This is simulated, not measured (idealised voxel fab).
This section sets out a process module, namely voxel transistor to metal.
In the cross-section labelled cut, the width is 210 nm and each square cell is 5 nm.
Throughout this document, each cross-section is represented as a grid of square cells and is presented as a sequence of bands enumerated from the top downward, where a band comprises one or more rows of cells.
Look at the band entry: it leads with the top's height and the bottom's height in nm. Then it lists the materials left to right, with a width in nm for each. The word "everywhere" on a single material says that material fills the band edge to edge. The word "blank" is empty space.
The reference from which all heights are counted is 0, the level beneath which the as-received wafer is entirely one material; the lowest band, having no lower bound, proceeds downward and is written after the example "0 nm and below".
Width spec "30->40" -> top row of cells at first value, bottom row at second value, equal per-row change in between.
For the purposes of this document, the phrase "remains unaltered" attached to a step denotes that no cell within the cross-section was modified by that step.
Empty spaces without an open route to the top, at least 8 cells in extent, make up the entry "Enclosed internal cavities"; each is given as width x height at distance, where the distance is measured from the left edge, and all are in nm.
Anything after a step's settings on that line? It's the simulator's own note about the step.
Steps that use a mask can have "overlay nm" on their line. It says how far the mask sat to the right of where it was meant to be. Negative means to the left.

-- plan
1 op RECEIVE | material Si
2 op CONFORMAL_DEP | material SiO2 | thk nm 5
3 op CONFORMAL_DEP | material SiN | thk nm 15
4 op MASKED_ETCH | tone cover | mask id ACTIVE | width nm 100 | etch materials SiN | depth nm 15 | overlay nm 0
5 op MASKED_ETCH | tone cover | mask id ACTIVE | width nm 100 | etch materials SiO2 | depth nm 5 | overlay nm 0
6 op MASKED_ETCH | tone cover | mask id ACTIVE | width nm 100 | etch materials Si | depth nm 25 | overlay nm 0
7 op OXIDIZE | depth nm 5
8 op FILL_DEP | material SiO2 | thk nm 10
9 op CMP | height nm 20
10 op SELECTIVE_ETCH | etch materials SiO2 | depth nm 15
11 op STRIP | etch materials SiN
12 op SELECTIVE_ETCH | etch materials SiO2 | depth nm 5
13 op OXIDIZE | depth nm 5
14 op DIRECTIONAL_DEP | material polySi | thk nm 30
15 op DIRECTIONAL_DEP | material SiCN | thk nm 10
16 op MASKED_ETCH | tone cover | mask id GATE | width nm 20 | etch materials SiCN | depth nm 20 | overlay nm 0
17 op MASKED_ETCH | tone cover | mask id GATE | width nm 20 | etch materials polySi | depth nm 40 | overlay nm 0
18 op CONFORMAL_DEP | material SiO2 | thk nm 5
19 op DIRECTIONAL_ETCH | etch materials SiO2 | depth nm 5
20 op CONFORMAL_DEP | material SiN | thk nm 5
21 op DIRECTIONAL_ETCH | etch materials SiN | depth nm 5
22 op DIRECTIONAL_ETCH | etch materials SiO2 | depth nm 5
23 op DIRECTIONAL_ETCH | etch materials Si | depth nm 15
24 op EPI | material nSi | thk nm 20
25 op FILL_DEP | material SiO2 | thk nm 5
26 op CMP | height nm 40
27 op DIRECTIONAL_DEP | material SiO2 | thk nm 10
28 op DIRECTIONAL_DEP | material aC | thk nm 10
29 op PATTERN | tone open | mask id CONTACT | material resist | width nm 15 | pitch nm 75 | thk nm 25 | overlay nm 0
30 op DIRECTIONAL_ETCH | etch materials aC | depth nm 10
31 op STRIP | etch materials resist
32 op DIRECTIONAL_ETCH | etch materials SiO2 | depth nm 50
33 op STRIP | etch materials aC
34 op CONFORMAL_DEP | material TiN | thk nm 5
35 op FILL_DEP | material Ru | thk nm 5
36 op CMP | height nm 50
37 op CONFORMAL_DEP | material SiCN | thk nm 5
38 op DIRECTIONAL_DEP | material lowk | thk nm 20
39 op MASKED_ETCH | tone open | mask id METAL_1 | width nm 15 | pitch nm 75 | etch materials lowk | depth nm 20 | overlay nm 0
40 op MASKED_ETCH | tone open | mask id METAL_1 | width nm 15 | pitch nm 75 | etch materials SiCN | depth nm 5 | overlay nm 0
41 op CONFORMAL_DEP | material TiN | thk nm 5
42 op FILL_DEP | material Cu | thk nm 5
43 op CMP | height nm 75
44 op CONFORMAL_DEP | material SiCN | thk nm 5

-- Incoming wafer in cross-section (state: after step 1)
  0 nm and below: Si everywhere
  Enclosed internal cavities: none

-- Cross-sectional image of the first of two wafers at the end of the module, the run having proceeded as planned
  80 nm to 75 nm: SiCN everywhere
  75 nm to 55 nm: lowk=60 / TiN=5 / Cu=5 / TiN=5 / lowk=60 / TiN=5 / Cu=5 / TiN=5 / lowk=60
  55 nm to 50 nm: SiCN=60 / TiN=15 / SiCN=60 / TiN=15 / SiCN=60
  50 nm to 40 nm: SiO2=60 / TiN=5 / Ru=5 / TiN=5 / SiO2=60 / TiN=5 / Ru=5 / TiN=5 / SiO2=60
  40 nm to 30 nm: SiO2=60 / TiN=5 / Ru=5 / TiN=5 / SiO2=10 / SiN=5 / SiO2=5 / SiCN=20 / SiO2=5 / SiN=5 / SiO2=10 / TiN=5 / Ru=5 / TiN=5 / SiO2=60
  30 nm to 20 nm: SiO2=60 / TiN=5 / Ru=5 / TiN=5 / SiO2=10 / SiN=5 / SiO2=5 / polySi=20 / SiO2=5 / SiN=5 / SiO2=10 / TiN=5 / Ru=5 / TiN=5 / SiO2=60
  20 nm to 15 nm: SiO2=60 / TiN=15 / SiO2=10 / SiN=5 / SiO2=5 / polySi=20 / SiO2=5 / SiN=5 / SiO2=10 / TiN=15 / SiO2=60
  15 nm to 0 nm: SiO2=60 / TiN=5 / nSi=20 / SiN=5 / SiO2=5 / polySi=20 / SiO2=5 / SiN=5 / nSi=20 / TiN=5 / SiO2=60
  0 nm to -5 nm: SiO2=55 / nSi=30 / SiO2=40 / nSi=30 / SiO2=55
  -5 nm to -20 nm: SiO2=60 / nSi=25 / Si=40 / nSi=25 / SiO2=60
  -20 nm to -30 nm: SiO2=60 / Si=90 / SiO2=60
  -30 nm and below: Si everywhere
  Enclosed internal cavities: none

-- Wafer two, end of module, cross-section. Same start, same plan as wafer one. One mistake in the run
  80 nm to 75 nm: SiCN everywhere
  75 nm to 55 nm: lowk=60 / TiN=5 / Cu=5 / TiN=5 / lowk=60 / TiN=5 / Cu=5 / TiN=5 / lowk=60
  55 nm to 50 nm: SiCN=60 / TiN=15 / SiCN=60 / TiN=15 / SiCN=60
  50 nm to 40 nm: SiO2=60 / TiN=5 / Ru=5 / TiN=5 / SiO2=60 / TiN=5 / Ru=5 / TiN=5 / SiO2=60
  40 nm to 35 nm: SiO2=60 / TiN=15 / SiO2=10 / SiN=5 / SiO2=5 / SiCN=20 / SiO2=5 / SiN=5 / SiO2=10 / TiN=15 / SiO2=60
  35 nm to 30 nm: SiO2=45 / nSi=40 / SiN=5 / SiO2=5 / SiCN=20 / SiO2=5 / SiN=5 / nSi=40 / SiO2=45
  30 nm to 20 nm: SiO2=45 / nSi=40 / SiN=5 / SiO2=5 / polySi=20 / SiO2=5 / SiN=5 / nSi=40 / SiO2=45
  20 nm to 0 nm: SiO2=35 / nSi=50 / SiN=5 / SiO2=5 / polySi=20 / SiO2=5 / SiN=5 / nSi=50 / SiO2=35
  0 nm to -5 nm: SiO2=35 / nSi=50 / SiO2=40 / nSi=50 / SiO2=35
  -5 nm to -20 nm: SiO2=60 / nSi=25 / Si=40 / nSi=25 / SiO2=60
  -20 nm to -30 nm: SiO2=60 / Si=90 / SiO2=60
  -30 nm and below: Si everywhere
  Enclosed internal cavities: none
Deviation noted in wafer processing: heads up, step 24 of the plan got done twice
Wafer comparison, final, in cells, second relative to first, materials more or fewer: 8 fewer of Ru; 82 fewer of SiO2; 22 fewer of TiN; 112 more of nSi
